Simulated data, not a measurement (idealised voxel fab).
process module | voxel local oxidation
cross-section cut | 280 nm wide | cells 5 nm
A cross-section is a grid of square cells, given in bands from the top down. A band is one or more rows of cells.
Each band's line starts with the height of the band's top and of its bottom, in nm. Then come its materials from left to right, each with its width in nm. One material with "throughout" fills the band from edge to edge. "air" is empty space.
Height 0 is the level under which the wafer as received is all one material. The lowest band goes on downwards, as in "0 down".
A width such as "30 to 40" changes by the same amount from each row of cells to the next, from the band's top row to its bottom row.
"no change" after a step means that no cell of the cross-section changed.
closed voids: empty space of 8 cells or more with no open way to the top, each as width x height at its distance from the left edge, in nm
after a step's settings: what the simulator itself notes on the step
overlay nm, on a step with a mask: how far to the right of its planned place the mask lay; to the left if negative
plan
1 op RECEIVE | material Si
2 op CONFORMAL_DEP | material SiO2 | thk nm 5
3 op CONFORMAL_DEP | material SiN | thk nm 15
4 op DIRECTIONAL_DEP | material aC | thk nm 15
5 op PATTERN | tone cover | mask id ACTIVE | material resist | width nm 125 | thk nm 30 | overlay nm 0
6 op DIRECTIONAL_ETCH | etch materials aC | depth nm 15
7 op STRIP | etch materials resist
8 op DIRECTIONAL_ETCH | etch materials SiN | depth nm 15
9 op STRIP | etch materials aC
10 op SELECTIVE_ETCH | etch materials SiO2 | depth nm 5
11 op OXIDIZE | depth nm 15
12 op STRIP | etch materials SiN
as received, after step 1
  0 down: Si throughout
  closed voids: none
first wafer at the end, as planned
  5 to 0: air 80 | SiO2 115 | air 85
  0 to -15: SiO2 95 | Si 85 | SiO2 100
  -15 down: Si throughout
  closed voids: none
second wafer at the end: like start, like plan, one mistake
  0 to -15: SiO2 90 | Si 95 | SiO2 95
  -15 down: Si throughout
  closed voids: none
what went wrong: step 2 was left out
at the end the second wafer has, in cells: 6 more of Si | 29 fewer of SiO2
